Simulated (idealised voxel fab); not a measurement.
The document below concerns the process module designated voxel self aligned vias.
Pictured: cross-section cut, 180 nm wide, on a grid of 5 nm square cells.
This document writes a cross-section as a grid whose cells are square, and gives it as bands, listed from the top down; one or more rows of cells form a band.
Quick guide to a band line: top height, bottom height (nm) up front; then every material left to right with its width in nm. Only one material and it's marked "all across"? Then it fills the band edge to edge. And "air" just means empty space.
Basically, 0 is our baseline, since under it the wafer straight out of the box is all one material. The bottom band has no lower end and keeps on going down, so it looks like "z 0 and below".
Width spec "30..40" -> top row of cells at first value, bottom row at second value, equal per-row change in between.
Where a step carries "same as before", the cross-section came out of it unchanged, cell for cell.
In the "Enclosed void listing" entry, you get each enclosed empty space of 8 cells or more, one with no open way to the top, written width x height at distance, distance from the left edge, in nm.
after a step's settings: what the simulator itself notes on the step
overlay nm: mask offset rightward from planned place, masked step; negative means leftward offset.
-- So here's the lineup of process steps we planned
- 1: RECEIVE,material Si
- 2: CONFORMAL_DEP,material SiO2,thk nm 15
- 3: CONFORMAL_DEP,material SiCN,thk nm 5
- 4: DIRECTIONAL_DEP,material SiO2,thk nm 25
- 5: PATTERN,tone open,mask id LINES,material resist,width nm 20,pitch nm 70,thk nm 20,overlay nm 0
- 6: DIRECTIONAL_ETCH,etch materials SiO2,depth nm 25
- 7: STRIP,etch materials resist
- 8: CONFORMAL_DEP,material TiN,thk nm 5
- 9: FILL_DEP,material Ru,thk nm 5
- 10: CMP,height nm 45
- 11: SELECTIVE_ETCH,etch materials W Ru TiN,depth nm 5
- 12: FILL_DEP,material SiN,thk nm 5
- 13: CMP,height nm 45
- 14: DIRECTIONAL_DEP,material SiO2,thk nm 15
- 15: PATTERN,tone open,mask id VIAS,material resist,width nm 40,pitch nm 70,thk nm 20,overlay nm 0
- 16: DIRECTIONAL_ETCH,etch materials SiO2,depth nm 15
- 17: DIRECTIONAL_ETCH,etch materials SiN,depth nm 5
- 18: STRIP,etch materials resist
- 19: CONFORMAL_DEP,material TiN,thk nm 5
- 20: FILL_DEP,material Cu,thk nm 10
- 21: CMP,height nm 60
- 22: CONFORMAL_DEP,material SiN,thk nm 5
-- The cross-section here shows the wafer as received, i.e. in its state after step 1
- z 0 and below: Si all across
- Enclosed void listing: none
-- Wafer cross-section at end of module: start and plan as shown above, one execution error
- z 65 to 60: SiN all across
- z 60 to 45: SiO2 (35) / TiN (5) / Cu (30) / TiN (5) / SiO2 (30) / TiN (5) / Cu (30) / TiN (5) / SiO2 (35)
- z 45 to 40: SiO2 (35) / TiN (40) / SiO2 (30) / TiN (40) / SiO2 (35)
- z 40 to 30: SiO2 (35) / TiN (15) / Ru (10) / TiN (15) / SiO2 (30) / TiN (15) / Ru (10) / TiN (15) / SiO2 (35)
- z 30 to 25: SiO2 (45) / TiN (5) / Ru (10) / TiN (5) / SiO2 (50) / TiN (5) / Ru (10) / TiN (5) / SiO2 (45)
- z 25 to 20: SiO2 (45) / TiN (20) / SiO2 (50) / TiN (20) / SiO2 (45)
- z 20 to 15: SiCN all across
- z 15 to 0: SiO2 all across
- z 0 and below: Si all across
- Enclosed void listing: none
The mistake made against the process plan was this: the plan had its step 16 run twice
